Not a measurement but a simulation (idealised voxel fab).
This section sets out a process module, namely voxel transistor to metal.
Section cut is 150 nm wide and gridded with 5 nm square cells.
We lay out every cross-section as a grid of square cells and spell it out in bands from the top down, where one band means one or more rows of cells.
Per band: top height and bottom height in nm, followed by the left-to-right materials and their widths in nm; "everywhere" marks a single material spanning edge to edge, "empty" marks empty space.
We count height from 0. Below that, the starting wafer is all one material. The lowest band never ends at the bottom but goes on down; see "top 0, no bottom" for how that is written.
It should be noted that a width expressed as "30->40" varies in equal increments from row to row of cells within the band, taking the value of the first number at the top row and that of the second number at the bottom row.
Step marked "no alterations made"? Then no cell in the cross-section changed in it.
For the entry "Closed voids list", the listed items are empty spaces with no open way to the top whose size is 8 cells or more; each item follows the pattern width x height at distance, where distance is from the left edge and all three are in nm.
That trailing text on a step's line, after the settings, is the simulator's own remark on the step.
overlay nm: step with mask; distance mask lay right of planned place; negative value = left of planned place.
-- Intended process steps
- 1: RECEIVE [material Si]
- 2: OXIDIZE [depth nm 5]
- 3: CONFORMAL_DEP [material SiN] [thk nm 5]
- 4: MASKED_ETCH [tone cover] [mask id ACTIVE] [width nm 115] [etch materials SiN] [depth nm 10] [overlay nm 0]
- 5: MASKED_ETCH [tone cover] [mask id ACTIVE] [width nm 115] [etch materials SiO2] [depth nm 5] [overlay nm 0]
- 6: MASKED_ETCH [tone cover] [mask id ACTIVE] [width nm 115] [etch materials Si] [depth nm 20] [overlay nm 0]
- 7: FILL_DEP [material SiO2] [thk nm 15]
- 8: CMP [height nm 10]
- 9: SELECTIVE_ETCH [etch materials SiO2] [depth nm 5]
- 10: STRIP [etch materials SiN]
- 11: SELECTIVE_ETCH [etch materials SiO2] [depth nm 5]
- 12: OXIDIZE [depth nm 5]
- 13: DIRECTIONAL_DEP [material polySi] [thk nm 30]
- 14: DIRECTIONAL_DEP [material SiCN] [thk nm 15]
- 15: MASKED_ETCH [tone cover] [mask id GATE] [width nm 35] [etch materials SiCN] [depth nm 25] [overlay nm 0]
- 16: MASKED_ETCH [tone cover] [mask id GATE] [width nm 35] [etch materials polySi] [depth nm 40] [overlay nm 0]
- 17: CONFORMAL_DEP [material SiN] [thk nm 5]
- 18: DIRECTIONAL_ETCH [etch materials SiN] [depth nm 5]
- 19: DIRECTIONAL_ETCH [etch materials SiO2] [depth nm 5]
- 20: DIRECTIONAL_ETCH [etch materials Si] [depth nm 5]
- 21: EPI [material nSi] [thk nm 5]
- 22: FILL_DEP [material SiO2] [thk nm 10]
- 23: CMP [height nm 25]
- 24: STRIP [etch materials polySi]
- 25: SELECTIVE_ETCH [etch materials SiO2] [depth nm 5]
- 26: CONFORMAL_DEP [material HfO2] [thk nm 5]
- 27: CONFORMAL_DEP [material TiN] [thk nm 5]
- 28: FILL_DEP [material W] [thk nm 5]
- 29: CMP [height nm 20]
- 30: DIRECTIONAL_DEP [material SiO2] [thk nm 15]
- 31: DIRECTIONAL_DEP [material aC] [thk nm 15]
- 32: PATTERN [tone open] [mask id CONTACT] [material resist] [width nm 15] [pitch nm 80] [thk nm 30] [overlay nm 0]
- 33: DIRECTIONAL_ETCH [etch materials aC] [depth nm 15]
- 34: STRIP [etch materials resist]
- 35: DIRECTIONAL_ETCH [etch materials SiO2] [depth nm 45]
- 36: STRIP [etch materials aC]
- 37: CONFORMAL_DEP [material TiN] [thk nm 5]
- 38: FILL_DEP [material W] [thk nm 10]
- 39: CMP [height nm 35]
- 40: DIRECTIONAL_DEP [material TiN] [thk nm 5]
- 41: DIRECTIONAL_DEP [material Ru] [thk nm 25]
- 42: PATTERN [tone cover] [mask id METAL_1] [material resist] [width nm 15] [pitch nm 80] [thk nm 15] [overlay nm 0]
- 43: DIRECTIONAL_ETCH [etch materials Ru] [depth nm 25]
- 44: DIRECTIONAL_ETCH [etch materials TiN] [depth nm 5]
- 45: STRIP [etch materials resist]
- 46: FILL_DEP [material lowk] [thk nm 10]
- 47: CMP [height nm 65]
- 48: CONFORMAL_DEP [material SiN] [thk nm 5]
What sets these wafers apart? The thk nm at step 3. They all start alike, and the plan carries the first wafer's value.
-- The as-received cross-section of the first of several wafers corresponds to the state after step 1
top 0, no bottom = Si everywhere
Closed voids list: none
-- Take a look at the first of several wafers in cross-section: the module is done, and step 48 was its last step
top 70, bottom 65 = SiN everywhere
top 65, bottom 40 = lowk (25)  Ru (15)  lowk (65)  Ru (15)  lowk (30)
top 40, bottom 35 = lowk (25)  TiN (15)  lowk (65)  TiN (15)  lowk (30)
top 35, bottom 20 = SiO2 (25)  TiN (5)  W (5)  TiN (5)  SiO2 (65)  TiN (5)  W (5)  TiN (5)  SiO2 (30)
top 20, bottom 0 = SiO2 (25)  TiN (5)  W (5)  TiN (5)  SiO2 (10)  SiN (5)  HfO2 (5)  TiN (5)  W (15)  TiN (5)  HfO2 (5)  SiN (5)  SiO2 (10)  TiN (5)  W (5)  TiN (5)  SiO2 (30)
top 0, bottom -5 = SiO2 (10)  SiN (5)  SiO2 (10)  TiN (5)  W (5)  TiN (5)  SiO2 (10)  SiN (5)  HfO2 (5)  TiN (25)  HfO2 (5)  SiN (5)  SiO2 (10)  TiN (5)  W (5)  TiN (5)  SiO2 (10)  SiN (5)  SiO2 (15)
top -5, bottom -10 = SiO2 (25)  TiN (15)  SiO2 (5)  nSi (5)  HfO2 (45)  nSi (5)  SiO2 (5)  TiN (15)  SiO2 (30)
top -10, bottom -15 = SiO2 (15)  nSi (35)  Si (45)  nSi (35)  SiO2 (20)
top -15, bottom -25 = SiO2 (15)  Si (115)  SiO2 (20)
top -25, no bottom = Si everywhere
Closed voids list: none
-- Last wafer of the set, cross-sectioned at end of module
top 70, bottom 65 = SiN everywhere
top 65, bottom 40 = lowk (25)  Ru (15)  lowk (65)  Ru (15)  lowk (30)
top 40, bottom 35 = lowk (25)  TiN (15)  lowk (65)  TiN (15)  lowk (30)
top 35, bottom 20 = SiO2 (25)  TiN (5)  W (5)  TiN (5)  SiO2 (65)  TiN (5)  W (5)  TiN (5)  SiO2 (30)
top 20, bottom 0 = SiO2 (25)  TiN (5)  W (5)  TiN (5)  SiO2 (10)  SiN (5)  HfO2 (5)  TiN (5)  W (15)  TiN (5)  HfO2 (5)  SiN (5)  SiO2 (10)  TiN (5)  W (5)  TiN (5)  SiO2 (30)
top 0, bottom -5 = SiO2 (25)  TiN (5)  W (5)  TiN (5)  SiO2 (10)  SiN (5)  HfO2 (5)  TiN (25)  HfO2 (5)  SiN (5)  SiO2 (10)  TiN (5)  W (5)  TiN (5)  SiO2 (30)
top -5, bottom -10 = SiO2 (25)  TiN (15)  SiO2 (5)  nSi (5)  HfO2 (45)  nSi (5)  SiO2 (5)  TiN (15)  SiO2 (30)
top -10, bottom -15 = nSi (50)  Si (45)  nSi (55)
top -15, no bottom = Si everywhere
Closed voids list: none
-- So in this table every wafer gets its own row, and what you see is where it stands at the end of the module: for each material, how many cells it picked up (+) or gave up (-) since we received it, and after that its closed voids
thk nm 5; +19 HfO2; +30 Ru; -95 Si; +42 SiN; +179 SiO2; +57 TiN; +28 W; +144 lowk; +16 nSi; Closed voids list: none
thk nm 10; +19 HfO2; +30 Ru; -95 Si; +42 SiN; +179 SiO2; +57 TiN; +28 W; +144 lowk; +16 nSi; Closed voids list: none
thk nm 15; +19 HfO2; +30 Ru; -81 Si; +40 SiN; +160 SiO2; +57 TiN; +28 W; +144 lowk; +23 nSi; Closed voids list: none
thk nm 20; +19 HfO2; +30 Ru; -81 Si; +40 SiN; +160 SiO2; +57 TiN; +28 W; +144 lowk; +23 nSi; Closed voids list: none
thk nm 25; +19 HfO2; +30 Ru; -81 Si; +40 SiN; +160 SiO2; +57 TiN; +28 W; +144 lowk; +23 nSi; Closed voids list: none
